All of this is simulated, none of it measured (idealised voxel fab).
process module | voxel transistor to metal
cross-section cut | 285 nm wide | cells 5 nm
A cross-section is a grid of square cells, given in bands from the top down. A band is one or more rows of cells.
Each band's line starts with the height of the band's top and of its bottom, in nm. Then come its materials from left to right, each with its width in nm. One material with "throughout" fills the band from edge to edge. "air" is empty space.
Height 0 is the level under which the wafer as received is all one material. The lowest band goes on downwards, as in "0 down".
A width such as "30 to 40" changes by the same amount from each row of cells to the next, from the band's top row to its bottom row.
"no change" after a step means that no cell of the cross-section changed.
closed voids: empty space of 8 cells or more with no open way to the top, each as width x height at its distance from the left edge, in nm
after a step's settings: what the simulator itself notes on the step
overlay nm, on a step with a mask: how far to the right of its planned place the mask lay; to the left if negative
plan
1 op RECEIVE | material Si
2 op CONFORMAL_DEP | material SiO2 | thk nm 5
3 op CONFORMAL_DEP | material SiN | thk nm 10
4 op PATTERN | tone cover | mask id ACTIVE | material resist | width nm 105 | pitch nm 135 | thk nm 20 | overlay nm 0
5 op DIRECTIONAL_ETCH | etch materials SiN | depth nm 10
6 op DIRECTIONAL_ETCH | etch materials SiO2 | depth nm 5
7 op DIRECTIONAL_ETCH | etch materials Si | depth nm 35
8 op STRIP | etch materials resist
9 op OXIDIZE | depth nm 5
10 op FILL_DEP | material SiO2 | thk nm 10
11 op CMP | height nm 15
12 op SELECTIVE_ETCH | etch materials SiO2 | depth nm 10
13 op STRIP | etch materials SiN
14 op SELECTIVE_ETCH | etch materials SiO2 | depth nm 5
15 op OXIDIZE | depth nm 5
16 op DIRECTIONAL_DEP | material polySi | thk nm 25
17 op DIRECTIONAL_DEP | material SiCN | thk nm 15
18 op MASKED_ETCH | tone cover | mask id GATE | width nm 25 | pitch nm 135 | etch materials SiCN | depth nm 25 | overlay nm 0
19 op MASKED_ETCH | tone cover | mask id GATE | width nm 25 | pitch nm 135 | etch materials polySi | depth nm 35 | overlay nm 0
20 op CONFORMAL_DEP | material SiN | thk nm 5
21 op DIRECTIONAL_ETCH | etch materials SiN | depth nm 5
22 op DIRECTIONAL_ETCH | etch materials SiO2 | depth nm 5
23 op DIRECTIONAL_ETCH | etch materials Si | depth nm 10
24 op EPI | material nSi | thk nm 10
25 op FILL_DEP | material SiO2 | thk nm 5
26 op CMP | height nm 40
27 op DIRECTIONAL_DEP | material SiO2 | thk nm 15
28 op PATTERN | tone open | mask id CONTACT | material resist | width nm 15 | thk nm 20 | overlay nm 0
29 op DIRECTIONAL_ETCH | etch materials SiO2 | depth nm 60
30 op STRIP | etch materials resist
31 op CONFORMAL_DEP | material TiN | thk nm 5
32 op FILL_DEP | material W | thk nm 5
33 op CMP | height nm 55
34 op CONFORMAL_DEP | material SiCN | thk nm 5
35 op DIRECTIONAL_DEP | material lowk | thk nm 25
36 op PATTERN | tone open | mask id METAL_1 | material resist | width nm 15 | thk nm 15 | overlay nm 0
37 op DIRECTIONAL_ETCH | etch materials lowk | depth nm 25
38 op DIRECTIONAL_ETCH | etch materials SiCN | depth nm 5
39 op STRIP | etch materials resist
40 op CONFORMAL_DEP | material TiN | thk nm 5
41 op FILL_DEP | material Ru | thk nm 10
42 op CMP | height nm 85
43 op CONFORMAL_DEP | material SiCN | thk nm 5
as received, after step 1
  0 down: Si throughout
  closed voids: none
first wafer at the end, as planned
  90 to 85: SiCN throughout
  85 to 60: lowk 25 | TiN 5 | Ru 5 | TiN 5 | lowk 65 | TiN 5 | Ru 5 | TiN 5 | lowk 40 | TiN 5 | Ru 5 | TiN 5 | lowk 65 | TiN 5 | Ru 5 | TiN 5 | lowk 30
  60 to 55: SiCN 25 | TiN 15 | SiCN 65 | TiN 15 | SiCN 40 | TiN 15 | SiCN 65 | TiN 15 | SiCN 30
  55 to 40: SiO2 25 | TiN 5 | W 5 | TiN 5 | SiO2 65 | TiN 5 | W 5 | TiN 5 | SiO2 40 | TiN 5 | W 5 | TiN 5 | SiO2 65 | TiN 5 | W 5 | TiN 5 | SiO2 30
  40 to 25: SiO2 25 | TiN 5 | W 5 | TiN 5 | SiO2 15 | SiN 5 | SiCN 25 | SiN 5 | SiO2 15 | TiN 5 | W 5 | TiN 5 | SiO2 40 | TiN 5 | W 5 | TiN 5 | SiO2 15 | SiN 5 | SiCN 25 | SiN 5 | SiO2 15 | TiN 5 | W 5 | TiN 5 | SiO2 30
  25 to 5: SiO2 25 | TiN 5 | W 5 | TiN 5 | SiO2 15 | SiN 5 | polySi 25 | SiN 5 | SiO2 15 | TiN 5 | W 5 | TiN 5 | SiO2 40 | TiN 5 | W 5 | TiN 5 | SiO2 15 | SiN 5 | polySi 25 | SiN 5 | SiO2 15 | TiN 5 | W 5 | TiN 5 | SiO2 30
  5 to 0: SiO2 25 | TiN 5 | W 5 | TiN 5 | SiO2 5 | nSi 10 | SiN 5 | polySi 25 | SiN 5 | nSi 10 | SiO2 5 | TiN 5 | W 5 | TiN 5 | SiO2 40 | TiN 5 | W 5 | TiN 5 | SiO2 5 | nSi 10 | SiN 5 | polySi 25 | SiN 5 | nSi 10 | SiO2 5 | TiN 5 | W 5 | TiN 5 | SiO2 30
  0 to -5: SiO2 25 | TiN 15 | SiO2 5 | nSi 10 | SiO2 35 | nSi 10 | SiO2 5 | TiN 15 | SiO2 40 | TiN 15 | SiO2 5 | nSi 10 | SiO2 35 | nSi 10 | SiO2 5 | TiN 15 | SiO2 30
  -5 to -15: SiO2 25 | nSi 30 | Si 35 | nSi 30 | SiO2 40 | nSi 30 | Si 35 | nSi 30 | SiO2 30
  -15 to -40: SiO2 25 | Si 95 | SiO2 40 | Si 95 | SiO2 30
  -40 down: Si throughout
  closed voids: none
second wafer at the end: like start, like plan, one mistake
  90 to 85: SiCN throughout
  85 to 60: lowk 25 | TiN 5 | Ru 5 | TiN 5 | lowk 65 | TiN 5 | Ru 5 | TiN 5 | lowk 40 | TiN 5 | Ru 5 | TiN 5 | lowk 65 | TiN 5 | Ru 5 | TiN 5 | lowk 30
  60 to 55: SiCN 25 | TiN 15 | SiCN 65 | TiN 15 | SiCN 40 | TiN 15 | SiCN 65 | TiN 15 | SiCN 30
  55 to 40: SiO2 25 | TiN 5 | W 5 | TiN 5 | SiO2 65 | TiN 5 | W 5 | TiN 5 | SiO2 40 | TiN 5 | W 5 | TiN 5 | SiO2 65 | TiN 5 | W 5 | TiN 5 | SiO2 30
  40 to 25: SiO2 25 | TiN 5 | W 5 | TiN 5 | SiO2 15 | SiN 5 | SiCN 25 | SiN 5 | SiO2 15 | TiN 5 | W 5 | TiN 5 | SiO2 40 | TiN 5 | W 5 | TiN 5 | SiO2 15 | SiN 5 | SiCN 25 | SiN 5 | SiO2 15 | TiN 5 | W 5 | TiN 5 | SiO2 30
  25 to 5: SiO2 25 | TiN 5 | W 5 | TiN 5 | SiO2 15 | SiN 5 | polySi 25 | SiN 5 | SiO2 15 | TiN 5 | W 5 | TiN 5 | SiO2 40 | TiN 5 | W 5 | TiN 5 | SiO2 15 | SiN 5 | polySi 25 | SiN 5 | SiO2 15 | TiN 5 | W 5 | TiN 5 | SiO2 30
  5 to 0: SiO2 25 | TiN 5 | W 5 | TiN 5 | SiO2 5 | nSi 10 | SiN 5 | polySi 25 | SiN 5 | nSi 10 | SiO2 5 | TiN 5 | W 5 | TiN 5 | SiO2 40 | TiN 5 | W 5 | TiN 5 | SiO2 5 | nSi 10 | SiN 5 | polySi 25 | SiN 5 | nSi 10 | SiO2 5 | TiN 5 | W 5 | TiN 5 | SiO2 30
  0 to -5: SiO2 5 | SiN 5 | SiO2 10 | SiN 5 | TiN 15 | SiO2 5 | nSi 10 | SiO2 35 | nSi 10 | SiO2 5 | TiN 15 | SiN 5 | SiO2 30 | SiN 5 | TiN 15 | SiO2 5 | nSi 10 | SiO2 35 | nSi 10 | SiO2 5 | TiN 15 | SiN 5 | SiO2 10 | SiN 5 | SiO2 10
  -5 to -10: SiO2 5 | SiN 5 | SiO2 10 | SiN 5 | SiO2 5 | nSi 25 | Si 35 | nSi 25 | SiO2 5 | SiN 5 | SiO2 30 | SiN 5 | SiO2 5 | nSi 25 | Si 35 | nSi 25 | SiO2 5 | SiN 5 | SiO2 10 | SiN 5 | SiO2 10
  -10 to -15: SiO2 30 | nSi 25 | Si 35 | nSi 25 | SiO2 50 | nSi 25 | Si 35 | nSi 25 | SiO2 35
  -15 to -40: SiO2 25 | Si 95 | SiO2 40 | Si 95 | SiO2 30
  -40 down: Si throughout
  closed voids: none
what went wrong: steps 12 and 13 were swapped
at the end the second wafer has, in cells: 12 more of SiN | 4 fewer of SiO2 | 8 fewer of nSi
